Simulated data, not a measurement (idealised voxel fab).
process module | voxel ribs on slabs
The width of the displayed cross-section, cut, is 300 nm; its cells are square, with a size of 5 nm.
Cross-section layout: square cells on a grid; listed as bands, top to bottom; a band spans one or more cell rows.
For a band, the entry starts with two heights in nm, that of the top and then that of the bottom, and carries on with the band's materials in order from left to right, each alongside its width in nm; the word "all across" beside a single material means it fills the band edge to edge, and "blank" means empty space.
Note: height 0 marks the level under which the wafer is uniformly one material as received. Lowest band unbounded below, written "0 -> down".
Width "30->40": first value at the band's top row of cells, second value at its bottom row, equal change from row to row.
The designation "no change occurred", where it is given for a processing step, indicates that no cell of the cross-section was altered in the course of that step.
"Sealed void listing" contains a list of empty spaces, each no smaller than 8 cells and without an open way to the top, written in the form width x height at distance with the distance from the left edge and all three in nm.
Post-settings text on a step line: simulator's own remark regarding the step.
overlay nm: where the mask lay relative to plan, measured to the right, on steps with a mask; negatives go left.
[Process steps (planned)]
- 1: RECEIVE, material Si
- 2: DIRECTIONAL_DEP, material SiO2, thk nm 25
- 3: DIRECTIONAL_DEP, material polySi, thk nm 20
- 4: PATTERN, tone cover, mask id RIB, material resist, width nm 30, thk nm 15, overlay nm 0
- 5: DIRECTIONAL_ETCH, etch materials polySi, depth nm 15
- 6: STRIP, etch materials resist
- 7: PATTERN, tone cover, mask id SLAB, material resist, width nm 90, thk nm 20, overlay nm 0
- 8: DIRECTIONAL_ETCH, etch materials polySi, depth nm 5
- 9: STRIP, etch materials resist
- 10: FILL_DEP, material SiO2, thk nm 20
- 11: CMP, height nm 60
- 12: DIRECTIONAL_DEP, material W, thk nm 5
- 13: PATTERN, tone cover, mask id HEATER, material resist, width nm 40, thk nm 20, overlay nm -15
- 14: DIRECTIONAL_ETCH, etch materials W, depth nm 5
- 15: STRIP, etch materials resist
- 16: CONFORMAL_DEP, material SiN, thk nm 5
Quick note for whoever runs this: the wafers start identical, but the overlay nm at step 13 isn't the same across them. The plan just shows what the first wafer had.
[So this is the first of several wafers, cross-sectioned as it came to us, meaning it's at the end of step 1]
> 0 -> down: Si all across
> Sealed void listing: none
[Quick key for the table: a row per wafer, taken at the end of the module. For each material it tells you how many cells the wafer gained (+) or lost (-) since it came in, and the closed voids come after]
overlay nm -15, +62 SiN, +684 SiO2, +8 W, +36 polySi, Sealed void listing: none
overlay nm -10, +62 SiN, +684 SiO2, +8 W, +36 polySi, Sealed void listing: none
overlay nm -5, +62 SiN, +684 SiO2, +8 W, +36 polySi, Sealed void listing: none
overlay nm 0, +62 SiN, +684 SiO2, +8 W, +36 polySi, Sealed void listing: none
overlay nm 5, +62 SiN, +684 SiO2, +8 W, +36 polySi, Sealed void listing: none
overlay nm 10, +62 SiN, +684 SiO2, +8 W, +36 polySi, Sealed void listing: none
overlay nm 15, +62 SiN, +684 SiO2, +8 W, +36 polySi, Sealed void listing: none
